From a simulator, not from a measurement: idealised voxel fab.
The document below concerns the process module designated voxel plated lines.
Pictured: cross-section cut, 225 nm wide, on a grid of 5 nm square cells.
If you're reading a cross-section in this doc, picture square cells in a grid; it comes to you as bands, top ones listed first down to the bottom, and a band can be one or more rows of cells.
Band entry format. Leading values: height of top, height of bottom, nm. Remainder: materials in left-to-right order, each with its width in nm. Special words: "throughout" on a single material, which then fills the band edge to edge; "empty", empty space.
Measure heights from 0. That's the level where, below it, the as-received wafer is all one material. The lowest band is bottomless and extends downward; write it as in "from 0 down".
Width: "30->40" (first number = top row, second number = bottom row, same change from row to row of cells).
"nothing changed" means the step left every cell of the cross-section as it was.
"Cavities, closed" specifies each empty space that is not open to the top and that occupies no fewer than 8 cells, using the form width x height at distance, the distance measured from the left edge and all three quantities in nm.
Note: text after step settings on the step line = simulator remark on that step.
overlay nm: how far to the right of its planned place the mask lay on this masked step (negative: to the left).
[Planned process steps]
1,op RECEIVE | material Si
2,op CONFORMAL_DEP | material Al2O3 | thk nm 5
3,op DIRECTIONAL_DEP | material TiN | thk nm 5
4,op PATTERN | tone open | mask id LINES | material resist | width nm 20 | pitch nm 35 | thk nm 40 | overlay nm 0
5,op EPI | material Ru | thk nm 5
6,op EPI | material Ru | thk nm 10
7,op EPI | material Ru | thk nm 5
8,op STRIP | etch materials resist
9,op DIRECTIONAL_ETCH | etch materials TiN | depth nm 5
10,op CONFORMAL_DEP | material SiN | thk nm 5
[As received (post step 1): cross-section]
    from 0 down  Si throughout
    Cavities, closed: none
[Post-module cross-section: identical start and plan to those above, one misstep in execution]
    from 35 to 30  empty 40 / SiN 30 / empty 5 / SiN 30 / empty 5 / SiN 30 / empty 5 / SiN 30 / empty 50
    from 30 to 10  empty 40 / SiN 5 / Ru 20 / SiN 5 / empty 5 / SiN 5 / Ru 20 / SiN 5 / empty 5 / SiN 5 / Ru 20 / SiN 5 / empty 5 / SiN 5 / Ru 20 / SiN 5 / empty 50
    from 10 to 5  SiN 45 / TiN 20 / SiN 15 / TiN 20 / SiN 15 / TiN 20 / SiN 15 / TiN 20 / SiN 55
    from 5 to 0  Al2O3 throughout
    from 0 down  Si throughout
    Cavities, closed: none
Heads up, the wafer didn't run the way we planned it: in deviation from the planned setting, step 4 was conducted as op PATTERN | tone open | mask id LINES | material resist | width nm 20 | pitch nm 35 | thk nm 40 | overlay nm -5
